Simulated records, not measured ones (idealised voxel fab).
voxel double patterning: a process module
Cross-sectional view cut (width: 205 nm; square cell size: 5 nm).
Each cross-section below is a grid of square cells, stated as bands in top-down order, with one or more rows of cells making up each band.
Read a band's entry like this: the first values are the height of its top and the height of its bottom in nm, and what follows is the sequence of materials from left to right, each with its width in nm. Note that "blank" is empty space, and that a single material marked "throughout" reaches across the band from edge to edge.
Beneath 0, the wafer as received is one material, and that level is where height counting begins. The lowest band goes on downward without a bottom; it is written like "top 0, no bottom".
The notation "30..40" denotes a width that varies across the rows of cells in the band, beginning at the first number in the top row, finishing at the second number in the bottom row, and changing by an identical amount from each row to the next.
Step note "left unchanged" = no cross-section cell changed.
Closed-off voids of 8+ cells (no open route to the top) go in "Completely sealed voids", written width x height at distance from the left edge, in nm.
The remark found on a step's line after its settings is issued by the simulator itself and pertains to that step.
The optional step-line setting "overlay nm" applies to steps with a mask and quantifies how far to the right of its planned location the mask lay, a negative value indicating leftward placement.

Planned process steps
1) RECEIVE with material Si
2) CONFORMAL_DEP with material SiO2, thk nm 5
3) DIRECTIONAL_DEP with material W, thk nm 10
4) DIRECTIONAL_DEP with material SiN, thk nm 10
5) PATTERN with tone open, mask id FIRST, material resist, width nm 15, pitch nm 50, thk nm 15, overlay nm -15
6) DIRECTIONAL_ETCH with etch materials SiN, depth nm 10
7) STRIP with etch materials resist
8) MASKED_ETCH with tone open, mask id SECOND, width nm 15, etch materials SiN, depth nm 10, overlay nm 0
9) DIRECTIONAL_ETCH with etch materials W, depth nm 10
10) STRIP with etch materials SiN
The plan shows the overlay nm of step 5 as the first wafer had it; this setting differs between the wafers, which start out alike.

Cut through the first of several wafers as received, post step 1
- top 0, no bottom = Si throughout
- Completely sealed voids: none

Quick key for the table: a row per wafer, taken at the end of the module. For each material it tells you how many cells the wafer gained (+) or lost (-) since it came in, and the closed voids come after
overlay nm -15 | +41 SiO2 | +66 W | Completely sealed voids: none
overlay nm -10 | +41 SiO2 | +64 W | Completely sealed voids: none
overlay nm -5 | +41 SiO2 | +64 W | Completely sealed voids: none
overlay nm 0 | +41 SiO2 | +64 W | Completely sealed voids: none
overlay nm 5 | +41 SiO2 | +64 W | Completely sealed voids: none
overlay nm 10 | +41 SiO2 | +64 W | Completely sealed voids: none
overlay nm 15 | +41 SiO2 | +66 W | Completely sealed voids: none
